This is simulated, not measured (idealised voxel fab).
The name of this process module is voxel capacitor over wiring.
Cross-section cut spans 280 nm and uses square cells 5 nm in size.
Cross-section, as written here: a square-cell grid given band by band from the top down, where a band holds one or more rows of cells. This entry defines a band. It first specifies the height of the band's top and the height of its bottom in nm, and then specifies the band's materials from left to right, stating each material with its width in nm. The word "all across" identifies a single material that fills the band from edge to edge, while the word "blank" identifies empty space. The level at which height equals 0 is the one under which the wafer, as it arrives, is entirely one material. No lower edge exists for the bottom band, which continues downward and is notated as in "0 nm and below". When a width is written as two numbers, as in "30->40", the first number is the width in the top row of cells of the band and the second is the width in its bottom row, and the width changes by the same amount from each row to the next. The cross-section has no changed cell in any step marked "all unchanged". Non-vented voids: empty space of 8 cells or more with no open way to the top, each as width x height at its distance from the left edge, in nm. Anything after a step's settings on that line? It's the simulator's own note about the step. A step's line can hold "overlay nm"; with a mask on that step, the setting says how far right of the planned place the mask lay, while a negative setting says it lay to the left.

Listed below are the process steps as planned
| 1 | RECEIVE (material Si) |
| 2 | CONFORMAL_DEP (material SiO2; thk nm 15) |
| 3 | CONFORMAL_DEP (material SiN; thk nm 5) |
| 4 | DIRECTIONAL_DEP (material lowk; thk nm 20) |
| 5 | PATTERN (tone open; mask id METAL_1; material resist; width nm 30; pitch nm 80; thk nm 15; overlay nm 0) |
| 6 | DIRECTIONAL_ETCH (etch materials lowk; depth nm 20) |
| 7 | DIRECTIONAL_ETCH (etch materials SiN; depth nm 5) |
| 8 | STRIP (etch materials resist) |
| 9 | CONFORMAL_DEP (material TiN; thk nm 5) |
| 10 | FILL_DEP (material W; thk nm 5) |
| 11 | CMP (height nm 40) |
| 12 | CONFORMAL_DEP (material SiCN; thk nm 5) |
| 13 | DIRECTIONAL_DEP (material SiO2; thk nm 10) |
| 14 | DIRECTIONAL_DEP (material aC; thk nm 10) |
| 15 | PATTERN (tone open; mask id PLUG_1; material resist; width nm 15; thk nm 30; overlay nm 0) |
| 16 | DIRECTIONAL_ETCH (etch materials aC; depth nm 10) |
| 17 | STRIP (etch materials resist) |
| 18 | DIRECTIONAL_ETCH (etch materials SiO2; depth nm 10) |
| 19 | DIRECTIONAL_ETCH (etch materials SiCN; depth nm 5) |
| 20 | STRIP (etch materials aC) |
| 21 | CONFORMAL_DEP (material TiN; thk nm 5) |
| 22 | FILL_DEP (material Ru; thk nm 5) |
| 23 | CMP (height nm 55) |
| 24 | DIRECTIONAL_DEP (material TiN; thk nm 10) |
| 25 | DIRECTIONAL_DEP (material Al2O3; thk nm 5) |
| 26 | DIRECTIONAL_DEP (material TiN; thk nm 5) |
| 27 | MASKED_ETCH (tone cover; mask id UPPER_PLATE; width nm 55; etch materials TiN; depth nm 5; overlay nm 0) |
| 28 | MASKED_ETCH (tone cover; mask id UPPER_PLATE; width nm 55; etch materials Al2O3; depth nm 5; overlay nm 0) |
| 29 | PATTERN (tone cover; mask id LOWER_PLATE; material resist; width nm 65; thk nm 15; overlay nm 0) |
| 30 | DIRECTIONAL_ETCH (etch materials TiN; depth nm 10) |
| 31 | STRIP (etch materials resist) |
| 32 | FILL_DEP (material SiO2; thk nm 15) |
| 33 | CMP (height nm 85) |
| 34 | PATTERN (tone open; mask id PLUG_2; material resist; width nm 15; thk nm 15; overlay nm 0) |
| 35 | DIRECTIONAL_ETCH (etch materials SiO2; depth nm 10) |
| 36 | STRIP (etch materials resist) |
| 37 | CONFORMAL_DEP (material TiN; thk nm 5) |
| 38 | FILL_DEP (material Cu; thk nm 5) |
| 39 | CMP (height nm 85) |
| 40 | CONFORMAL_DEP (material SiCN; thk nm 5) |

Here's what the wafer looked like in cross-section when it arrived - that's after step 1
  0 nm and below = Si all across
  Non-vented voids: none

Module complete, cross-section. Starting point and plan per above. One mistake made in running the module
  90 nm to 85 nm = SiCN all across
  85 nm to 80 nm = Cu 105 nm / TiN 5 nm / SiO2 15 nm / TiN 5 nm / Cu 150 nm
  80 nm to 75 nm = TiN 110 nm / SiO2 15 nm / TiN 155 nm
  75 nm to 70 nm = SiO2 100 nm / TiN 55 nm / SiO2 125 nm
  70 nm to 65 nm = SiO2 100 nm / Al2O3 55 nm / SiO2 125 nm
  65 nm to 55 nm = SiO2 95 nm / TiN 65 nm / SiO2 120 nm
  55 nm to 45 nm = SiO2 100 nm / TiN 5 nm / Ru 5 nm / TiN 5 nm / SiO2 165 nm
  45 nm to 40 nm = SiCN 100 nm / TiN 15 nm / SiCN 165 nm
  40 nm to 20 nm = lowk 85 nm / TiN 5 nm / W 20 nm / TiN 5 nm / lowk 50 nm / TiN 5 nm / W 20 nm / TiN 5 nm / lowk 85 nm
  20 nm to 15 nm = SiN 85 nm / TiN 30 nm / SiN 50 nm / TiN 30 nm / SiN 85 nm
  15 nm to 0 nm = SiO2 all across
  0 nm and below = Si all across
  Non-vented voids: none
Heads up, the wafer didn't run the way we planned it: step 34 ran as: PATTERN (tone cover; mask id PLUG_2; material resist; width nm 15; thk nm 15; overlay nm 0)
